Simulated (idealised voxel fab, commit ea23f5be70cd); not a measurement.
This is a process module. Its name is voxel capacitor over wiring.
The cross-section on display is named cut; it measures 215 nm wide, and its cells are 5 nm squares.
Cross-section = grid of square cells, listed top down in bands; band = one or more rows.
Read a band's entry like this: the first values are the height of its top and the height of its bottom in nm, and what follows is the sequence of materials from left to right, each with its width in nm. Note that "blank" is empty space, and that a single material marked "everywhere" reaches across the band from edge to edge.
Below 0: as-received wafer, all one material; heights counted from there. Lowest band: no bottom, goes on down, written "0 down".
You'd read "30 to 40" like this: the band's top row of cells is as wide as the first number, its bottom row is as wide as the second, and going down, every row changes width by the same amount as the row before did.
No cell of the cross-section changed in a step that is given as "no change occurred".
Empty spaces counting at least 8 cells and having no open way to the top are listed in "Closed-off voids". The notation width x height at distance is used for each, the distance being from the left edge and all three values in nm.
after a step's settings: what the simulator itself notes on the step
On any step carrying a mask, the "overlay nm" setting, if present on the step's line, tells how far right of its planned place the mask lay; negative values point to the left.

Planned step list for the process
1 RECEIVE with material Si
2 CONFORMAL_DEP with material SiO2, thk nm 10
3 DIRECTIONAL_DEP with material TiN, thk nm 5
4 DIRECTIONAL_DEP with material Ru, thk nm 20
5 DIRECTIONAL_DEP with material aC, thk nm 15
6 PATTERN with tone cover, mask id METAL_1, material resist, width nm 30, pitch nm 95, thk nm 30, overlay nm 0
7 DIRECTIONAL_ETCH with etch materials aC, depth nm 15
8 STRIP with etch materials resist
9 DIRECTIONAL_ETCH with etch materials Ru, depth nm 20
10 DIRECTIONAL_ETCH with etch materials TiN, depth nm 5
11 STRIP with etch materials aC
12 CONFORMAL_DEP with material SiN, thk nm 5
13 FILL_DEP with material lowk, thk nm 10
14 CMP with height nm 35
15 CONFORMAL_DEP with material SiCN, thk nm 5
16 DIRECTIONAL_DEP with material SiO2, thk nm 20
17 MASKED_ETCH with tone open, mask id PLUG_1, width nm 15, etch materials SiO2, depth nm 20, overlay nm 0
18 MASKED_ETCH with tone open, mask id PLUG_1, width nm 15, etch materials SiCN, depth nm 5, overlay nm 0
19 CONFORMAL_DEP with material TiN, thk nm 5
20 FILL_DEP with material Ru, thk nm 5
21 CMP with height nm 60
22 DIRECTIONAL_DEP with material TiN, thk nm 5
23 DIRECTIONAL_DEP with material HfO2, thk nm 5
24 DIRECTIONAL_DEP with material TiN, thk nm 5
25 PATTERN with tone cover, mask id UPPER_PLATE, material resist, width nm 70, thk nm 15, overlay nm 0
26 DIRECTIONAL_ETCH with etch materials TiN, depth nm 5
27 DIRECTIONAL_ETCH with etch materials HfO2, depth nm 5
28 STRIP with etch materials resist
29 PATTERN with tone cover, mask id LOWER_PLATE, material resist, width nm 80, thk nm 20, overlay nm 0
30 DIRECTIONAL_ETCH with etch materials TiN, depth nm 5
31 STRIP with etch materials resist
32 FILL_DEP with material SiO2, thk nm 20
33 CMP with height nm 90
34 PATTERN with tone open, mask id PLUG_2, material resist, width nm 15, thk nm 20, overlay nm 0
35 DIRECTIONAL_ETCH with etch materials SiO2, depth nm 15
36 STRIP with etch materials resist
37 CONFORMAL_DEP with material TiN, thk nm 5
38 FILL_DEP with material Cu, thk nm 10
39 CMP with height nm 90
40 CONFORMAL_DEP with material SiCN, thk nm 5

First of two wafers, with the run carried out as planned

Wafer cross-section on receipt, i.e. after step 1
    0 down | Si everywhere
    Closed-off voids: none

So this is the wafer cross-section right after step 2
    10 to 0 | SiO2 everywhere
    All layers under 0 are left as they were.

So this is the wafer cross-section right after step 3
    15 to 10 | TiN everywhere
    All layers under 10 are left as they were.

So this is the wafer cross-section right after step 4
    35 to 15 | Ru everywhere
    All layers under 15 are left as they were.

So this is the wafer cross-section right after step 5
    50 to 35 | aC everywhere
    All layers under 35 are left as they were.

So this is the wafer cross-section right after step 6
    80 to 50 | blank (45) / resist (30) / blank (65) / resist (30) / blank (45)
    All layers under 50 are left as they were.

So this is the wafer cross-section right after step 7
    65 to 50 | blank (45) / resist (30) / blank (65) / resist (30) / blank (45)
    50 to 35 | blank (45) / aC (30) / blank (65) / aC (30) / blank (45)
    All layers under 35 are left as they were.

So this is the wafer cross-section right after step 8
    50 to 35 | blank (45) / aC (30) / blank (65) / aC (30) / blank (45)
    All layers under 35 are left as they were.

So this is the wafer cross-section right after step 9
    50 to 35 | blank (45) / aC (30) / blank (65) / aC (30) / blank (45)
    35 to 15 | blank (45) / Ru (30) / blank (65) / Ru (30) / blank (45)
    All layers under 15 are left as they were.

So this is the wafer cross-section right after step 10
    50 to 35 | blank (45) / aC (30) / blank (65) / aC (30) / blank (45)
    35 to 15 | blank (45) / Ru (30) / blank (65) / Ru (30) / blank (45)
    15 to 10 | blank (45) / TiN (30) / blank (65) / TiN (30) / blank (45)
    All layers under 10 are left as they were.

So this is the wafer cross-section right after step 11
    35 to 15 | blank (45) / Ru (30) / blank (65) / Ru (30) / blank (45)
    All layers under 15 are left as they were.

So this is the wafer cross-section right after step 12
    40 to 35 | blank (40) / SiN (40) / blank (55) / SiN (40) / blank (40)
    35 to 15 | blank (40) / SiN (5) / Ru (30) / SiN (5) / blank (55) / SiN (5) / Ru (30) / SiN (5) / blank (40)
    15 to 10 | SiN (45) / TiN (30) / SiN (65) / TiN (30) / SiN (45)
    All layers under 10 are left as they were.

So this is the wafer cross-section right after step 13
    50 to 40 | lowk everywhere
    40 to 35 | lowk (40) / SiN (40) / lowk (55) / SiN (40) / lowk (40)
    35 to 15 | lowk (40) / SiN (5) / Ru (30) / SiN (5) / lowk (55) / SiN (5) / Ru (30) / SiN (5) / lowk (40)
    All layers under 15 are left as they were.

So this is the wafer cross-section right after step 14
    35 to 15 | lowk (40) / SiN (5) / Ru (30) / SiN (5) / lowk (55) / SiN (5) / Ru (30) / SiN (5) / lowk (40)
    All layers under 15 are left as they were.

So this is the wafer cross-section right after step 15
    40 to 35 | SiCN everywhere
    All layers under 35 are left as they were.

So this is the wafer cross-section right after step 16
    60 to 40 | SiO2 everywhere
    All layers under 40 are left as they were.

So this is the wafer cross-section right after step 17
    60 to 40 | SiO2 (60) / blank (15) / SiO2 (140)
    All layers under 40 are left as they were.

So this is the wafer cross-section right after step 18
    60 to 40 | SiO2 (60) / blank (15) / SiO2 (140)
    40 to 35 | SiCN (60) / blank (15) / SiCN (140)
    All layers under 35 are left as they were.

So this is the wafer cross-section right after step 19
    65 to 60 | TiN (65) / blank (5) / TiN (145)
    60 to 40 | SiO2 (60) / TiN (5) / blank (5) / TiN (5) / SiO2 (140)
    40 to 35 | SiCN (60) / TiN (15) / SiCN (140)
    All layers under 35 are left as they were.

So this is the wafer cross-section right after step 20
    70 to 65 | Ru everywhere
    65 to 60 | TiN (65) / Ru (5) / TiN (145)
    60 to 40 | SiO2 (60) / TiN (5) / Ru (5) / TiN (5) / SiO2 (140)
    All layers under 40 are left as they were.

So this is the wafer cross-section right after step 21
    60 to 40 | SiO2 (60) / TiN (5) / Ru (5) / TiN (5) / SiO2 (140)
    All layers under 40 are left as they were.

So this is the wafer cross-section right after step 22
    65 to 60 | TiN everywhere
    All layers under 60 are left as they were.

So this is the wafer cross-section right after step 23
    70 to 65 | HfO2 everywhere
    All layers under 65 are left as they were.

So this is the wafer cross-section right after step 24
    75 to 70 | TiN everywhere
    All layers under 70 are left as they were.

So this is the wafer cross-section right after step 25
    90 to 75 | blank (60) / resist (70) / blank (85)
    All layers under 75 are left as they were.

So this is the wafer cross-section right after step 26
    90 to 75 | blank (60) / resist (70) / blank (85)
    75 to 70 | blank (60) / TiN (70) / blank (85)
    All layers under 70 are left as they were.

So this is the wafer cross-section right after step 27
    90 to 75 | blank (60) / resist (70) / blank (85)
    75 to 70 | blank (60) / TiN (70) / blank (85)
    70 to 65 | blank (60) / HfO2 (70) / blank (85)
    All layers under 65 are left as they were.

So this is the wafer cross-section right after step 28
    75 to 70 | blank (60) / TiN (70) / blank (85)
    All layers under 70 are left as they were.

So this is the wafer cross-section right after step 29
    95 to 75 | blank (55) / resist (80) / blank (80)
    75 to 70 | blank (55) / resist (5) / TiN (70) / resist (5) / blank (80)
    70 to 65 | blank (55) / resist (5) / HfO2 (70) / resist (5) / blank (80)
    All layers under 65 are left as they were.

So this is the wafer cross-section right after step 30
    95 to 75 | blank (55) / resist (80) / blank (80)
    75 to 70 | blank (55) / resist (5) / TiN (70) / resist (5) / blank (80)
    70 to 65 | blank (55) / resist (5) / HfO2 (70) / resist (5) / blank (80)
    65 to 60 | blank (55) / TiN (80) / blank (80)
    All layers under 60 are left as they were.

So this is the wafer cross-section right after step 31
    75 to 70 | blank (60) / TiN (70) / blank (85)
    70 to 65 | blank (60) / HfO2 (70) / blank (85)
    All layers under 65 are left as they were.

So this is the wafer cross-section right after step 32
    95 to 75 | SiO2 everywhere
    75 to 70 | SiO2 (60) / TiN (70) / SiO2 (85)
    70 to 65 | SiO2 (60) / HfO2 (70) / SiO2 (85)
    65 to 60 | SiO2 (55) / TiN (80) / SiO2 (80)
    All layers under 60 are left as they were.

So this is the wafer cross-section right after step 33
    90 to 75 | SiO2 everywhere
    All layers under 75 are left as they were.

So this is the wafer cross-section right after step 34
    110 to 90 | resist (70) / blank (15) / resist (130)
    All layers under 90 are left as they were.

So this is the wafer cross-section right after step 35
    110 to 90 | resist (70) / blank (15) / resist (130)
    90 to 75 | SiO2 (70) / blank (15) / SiO2 (130)
    All layers under 75 are left as they were.

So this is the wafer cross-section right after step 36
    90 to 75 | SiO2 (70) / blank (15) / SiO2 (130)
    All layers under 75 are left as they were.

So this is the wafer cross-section right after step 37
    95 to 90 | TiN (75) / blank (5) / TiN (135)
    90 to 80 | SiO2 (70) / TiN (5) / blank (5) / TiN (5) / SiO2 (130)
    80 to 70 | SiO2 (70 to 60) / TiN (15 to 70) / SiO2 (130 to 85)
    All layers under 70 are left as they were.

So this is the wafer cross-section right after step 38
    105 to 95 | Cu everywhere
    95 to 90 | TiN (75) / Cu (5) / TiN (135)
    90 to 80 | SiO2 (70) / TiN (5) / Cu (5) / TiN (5) / SiO2 (130)
    All layers under 80 are left as they were.

So this is the wafer cross-section right after step 39
    90 to 80 | SiO2 (70) / TiN (5) / Cu (5) / TiN (5) / SiO2 (130)
    All layers under 80 are left as they were.

So this is the wafer cross-section right after step 40
    95 to 90 | SiCN everywhere
    All layers under 90 are left as they were.

Companion wafer, the second of two: same beginning, same intended sequence, one mistake in carrying it out; through step 38 inclusive it tracks the first exactly

when step 39 should have ended: no change occurred

when step 40 should have ended
    110 to 105 | SiCN everywhere
    All layers under 105 are left as they were.
What broke from the plan during processing? yeah, step 39 of the plan got skipped, never ran
Final tally in cells, some materials are higher or lower on the second wafer than on the first: +87 Cu | +42 TiN
